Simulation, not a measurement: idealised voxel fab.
process module | voxel released beams
cross-section cut | 280 nm wide | cells 5 nm
A cross-section is a grid of square cells, given in bands from the top down. A band is one or more rows of cells.
Each band's line starts with the height of the band's top and of its bottom, in nm. Then come its materials from left to right, each with its width in nm. One material with "throughout" fills the band from edge to edge. "air" is empty space.
Height 0 is the level under which the wafer as received is all one material. The lowest band goes on downwards, as in "0 down".
A width such as "30 to 40" changes by the same amount from each row of cells to the next, from the band's top row to its bottom row.
"no change" after a step means that no cell of the cross-section changed.
closed voids: empty space of 8 cells or more with no open way to the top, each as width x height at its distance from the left edge, in nm
after a step's settings: what the simulator itself notes on the step
overlay nm, on a step with a mask: how far to the right of its planned place the mask lay; to the left if negative
plan
1 op RECEIVE | material Si
2 op CONFORMAL_DEP | material SiN | thk nm 10
3 op DIRECTIONAL_DEP | material SiO2 | thk nm 15
4 op DIRECTIONAL_DEP | material aC | thk nm 10
5 op PATTERN | tone open | mask id ANCHOR | material resist | width nm 35 | thk nm 30 | overlay nm 0
6 op DIRECTIONAL_ETCH | etch materials aC | depth nm 10
7 op STRIP | etch materials resist
8 op DIRECTIONAL_ETCH | etch materials SiO2 | depth nm 15
9 op STRIP | etch materials aC
10 op CONFORMAL_DEP | material W | thk nm 10
11 op MASKED_ETCH | tone cover | mask id BEAM | width nm 120 | etch materials W | depth nm 10 | overlay nm 0
12 op STRIP | etch materials SiO2
first wafer, as planned
as received, after step 1
  0 down: Si throughout
  closed voids: none
after step 2
  10 to 0: SiN throughout
  below 0: unchanged
after step 3
  25 to 10: SiO2 throughout
  below 10: unchanged
after step 4
  35 to 25: aC throughout
  below 25: unchanged
after step 5
  65 to 35: resist 80 | air 35 | resist 165
  below 35: unchanged
after step 6
  55 to 35: resist 80 | air 35 | resist 165
  35 to 25: aC 80 | air 35 | aC 165
  below 25: unchanged
after step 7
  35 to 25: aC 80 | air 35 | aC 165
  below 25: unchanged
after step 8
  35 to 25: aC 80 | air 35 | aC 165
  25 to 10: SiO2 80 | air 35 | SiO2 165
  below 10: unchanged
after step 9
  25 to 10: SiO2 80 | air 35 | SiO2 165
  below 10: unchanged
after step 10
  35 to 25: W 90 | air 15 | W 175
  25 to 20: SiO2 80 | W 10 | air 15 | W 10 | SiO2 165
  20 to 10: SiO2 80 | W 35 | SiO2 165
  below 10: unchanged
after step 11
  35 to 25: air 75 | W 15 | air 15 | W 90 | air 85
  below 25: unchanged
after step 12
  35 to 25: air 75 | W 15 | air 15 | W 90 | air 85
  25 to 20: air 80 | W 10 | air 15 | W 10 | air 165
  20 to 10: air 80 | W 35 | air 165
  below 10: unchanged
second wafer: like start, like plan, one mistake. Through step 9 it matches the first wafer
when step 10 should have ended
  40 to 25: W 95 | air 5 | W 180
  25 to 10: SiO2 80 | W 35 | SiO2 165
  below 10: unchanged
when step 11 should have ended
  40 to 30: air 75 | W 20 | air 5 | W 95 | air 85
  below 30: unchanged
when step 12 should have ended: no change
what went wrong: step 10 ran as: op CONFORMAL_DEP | material W | thk nm 15
at the end the second wafer has, in cells: 147 more of SiO2 | 62 more of W
